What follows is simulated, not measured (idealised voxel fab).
process module | voxel self aligned vias
cross-section cut | 230 nm wide | cells 5 nm
A cross-section is a grid of square cells, given in bands from the top down. A band is one or more rows of cells.
Each band's line starts with the height of the band's top and of its bottom, in nm. Then come its materials from left to right, each with its width in nm. One material with "throughout" fills the band from edge to edge. "air" is empty space.
Height 0 is the level under which the wafer as received is all one material. The lowest band goes on downwards, as in "0 down".
A width such as "30 to 40" changes by the same amount from each row of cells to the next, from the band's top row to its bottom row.
"no change" after a step means that no cell of the cross-section changed.
closed voids: empty space of 8 cells or more with no open way to the top, each as width x height at its distance from the left edge, in nm
after a step's settings: what the simulator itself notes on the step
overlay nm, on a step with a mask: how far to the right of its planned place the mask lay; to the left if negative
plan
1 op RECEIVE | material Si
2 op CONFORMAL_DEP | material SiO2 | thk nm 10
3 op CONFORMAL_DEP | material SiCN | thk nm 5
4 op DIRECTIONAL_DEP | material SiO2 | thk nm 30
5 op DIRECTIONAL_DEP | material aC | thk nm 15
6 op PATTERN | tone open | mask id LINES | material resist | width nm 25 | pitch nm 55 | thk nm 30 | overlay nm 0
7 op DIRECTIONAL_ETCH | etch materials aC | depth nm 15
8 op STRIP | etch materials resist
9 op DIRECTIONAL_ETCH | etch materials SiO2 | depth nm 30
10 op STRIP | etch materials aC
11 op CONFORMAL_DEP | material TiN | thk nm 5
12 op FILL_DEP | material W | thk nm 5
13 op CMP | height nm 45
14 op SELECTIVE_ETCH | etch materials W Ru TiN | depth nm 10
15 op FILL_DEP | material SiN | thk nm 5
16 op CMP | height nm 45
17 op DIRECTIONAL_DEP | material SiO2 | thk nm 15
18 op DIRECTIONAL_DEP | material aC | thk nm 10
19 op PATTERN | tone open | mask id VIAS | material resist | width nm 35 | pitch nm 55 | thk nm 25 | overlay nm 0
20 op DIRECTIONAL_ETCH | etch materials aC | depth nm 10
21 op STRIP | etch materials resist
22 op DIRECTIONAL_ETCH | etch materials SiO2 | depth nm 15
23 op DIRECTIONAL_ETCH | etch materials SiN | depth nm 10
24 op STRIP | etch materials aC
25 op CONFORMAL_DEP | material TiN | thk nm 5
26 op FILL_DEP | material Ru | thk nm 5
27 op CMP | height nm 60
28 op CONFORMAL_DEP | material SiCN | thk nm 5
as received, after step 1
  0 down: Si throughout
  closed voids: none
first wafer at the end, as planned
  65 to 60: SiCN throughout
  60 to 50: SiO2 40 | TiN 5 | Ru 25 | TiN 5 | SiO2 20 | TiN 5 | Ru 25 | TiN 5 | SiO2 20 | TiN 5 | Ru 25 | TiN 5 | SiO2 45
  50 to 40: SiO2 40 to 45 | TiN 10 to 5 | Ru 15 | TiN 10 to 5 | SiO2 20 to 30 | TiN 10 to 5 | Ru 15 | TiN 10 to 5 | SiO2 20 to 30 | TiN 10 to 5 | Ru 15 | TiN 10 to 5 | SiO2 45 to 50
  40 to 35: SiO2 45 | TiN 25 | SiO2 30 | TiN 25 | SiO2 30 | TiN 25 | SiO2 50
  35 to 20: SiO2 45 | TiN 5 | W 15 | TiN 5 | SiO2 30 | TiN 5 | W 15 | TiN 5 | SiO2 30 | TiN 5 | W 15 | TiN 5 | SiO2 50
  20 to 15: SiO2 45 | TiN 25 | SiO2 30 | TiN 25 | SiO2 30 | TiN 25 | SiO2 50
  15 to 10: SiCN throughout
  10 to 0: SiO2 throughout
  0 down: Si throughout
  closed voids: none
second wafer at the end: like start, like plan, one mistake
  65 to 60: SiCN throughout
  60 to 50: SiO2 50 | TiN 5 | Ru 25 | TiN 5 | SiO2 20 | TiN 5 | Ru 25 | TiN 5 | SiO2 20 | TiN 5 | Ru 25 | TiN 5 | SiO2 35
  50 to 45: SiO2 50 | TiN 5 | Ru 10 | TiN 20 | SiO2 20 | TiN 5 | Ru 10 | TiN 20 | SiO2 20 | TiN 5 | Ru 10 | TiN 20 | SiO2 35
  45 to 40: SiO2 45 | SiN 5 | TiN 5 | Ru 10 | TiN 5 | SiO2 30 | SiN 5 | TiN 5 | Ru 10 | TiN 5 | SiO2 30 | SiN 5 | TiN 5 | Ru 10 | TiN 5 | SiO2 50
  40 to 35: SiO2 45 | SiN 5 | TiN 20 | SiO2 30 | SiN 5 | TiN 20 | SiO2 30 | SiN 5 | TiN 20 | SiO2 50
  35 to 20: SiO2 45 | TiN 5 | W 15 | TiN 5 | SiO2 30 | TiN 5 | W 15 | TiN 5 | SiO2 30 | TiN 5 | W 15 | TiN 5 | SiO2 50
  20 to 15: SiO2 45 | TiN 25 | SiO2 30 | TiN 25 | SiO2 30 | TiN 25 | SiO2 50
  15 to 10: SiCN throughout
  10 to 0: SiO2 throughout
  0 down: Si throughout
  closed voids: none
what went wrong: step 19 ran as: op PATTERN | tone open | mask id VIAS | material resist | width nm 35 | pitch nm 55 | thk nm 25 | overlay nm 10
at the end the second wafer has, in cells: 6 fewer of Ru | 6 more of SiN
